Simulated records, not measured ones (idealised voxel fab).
The following is a process module called voxel spacer lines.
Pictured: cross-section cut, 255 nm wide, on a grid of 5 nm square cells.
This document writes a cross-section as a grid whose cells are square, and gives it as bands, listed from the top down; one or more rows of cells form a band.
What a band's entry tells you: where the top is and where the bottom is, as heights in nm, and after that what lies inside, material by material from left to right, each with its width in nm. Empty space is written as the word "empty", and a single material marked with the word "full width" occupies the band from edge to edge.
We count height from 0. Below that, the starting wafer is all one material. The lowest band never ends at the bottom but goes on down; see "0..down" for how that is written.
The two numbers in a width such as "30 to 40" mark its ends across the band: the first belongs to the top row of cells, the second to the bottom row, and from each row to the next the width moves by the same amount.
Given "left unchanged" for a step, no cell of the cross-section differs between before and after that step.
"closed voids" specifies each empty space that is not open to the top and that occupies no fewer than 8 cells, using the form width x height at distance, the distance measured from the left edge and all three quantities in nm.
On each step's line, the part that comes after the settings is the simulator's own comment on the step.
The setting "overlay nm" may be written on the line of a step. When the step uses a mask, the value reports how far to the right of the planned place the mask lay, and a negative value reports that it lay to the left.

### Listed below are the process steps as planned
1. RECEIVE with material Si
2. CONFORMAL_DEP with material Al2O3, thk nm 10
3. DIRECTIONAL_DEP with material TiN, thk nm 10
4. DIRECTIONAL_DEP with material polySi, thk nm 30
5. PATTERN with tone cover, mask id MANDREL, material resist, width nm 20, pitch nm 60, thk nm 35, overlay nm 0
6. DIRECTIONAL_ETCH with etch materials polySi, depth nm 30
7. STRIP with etch materials resist
8. CONFORMAL_DEP with material SiO2, thk nm 10
9. DIRECTIONAL_ETCH with etch materials SiO2, depth nm 10
10. STRIP with etch materials polySi
11. DIRECTIONAL_ETCH with etch materials TiN, depth nm 10
12. STRIP with etch materials SiO2
13. FILL_DEP with material lowk, thk nm 5
14. CMP with height nm 20

### Shown in cross-section is the wafer as received, that is, as it stands after step 1
  0..down = Si full width
  closed voids: none

### Cross-sectional result after module completion. Note: starting condition and plan are unchanged from above; one processing mistake was made
  20..10 = 80 lowk  10 TiN  15 lowk  10 TiN  25 lowk  10 TiN  15 lowk  10 TiN  80 lowk
  10..0 = Al2O3 full width
  0..down = Si full width
  closed voids: none
Here's what went sideways: for step 5, the planned setting was not used; the step was instead run as PATTERN with tone cover, mask id MANDREL, material resist, width nm 15, pitch nm 60, thk nm 35, overlay nm 0
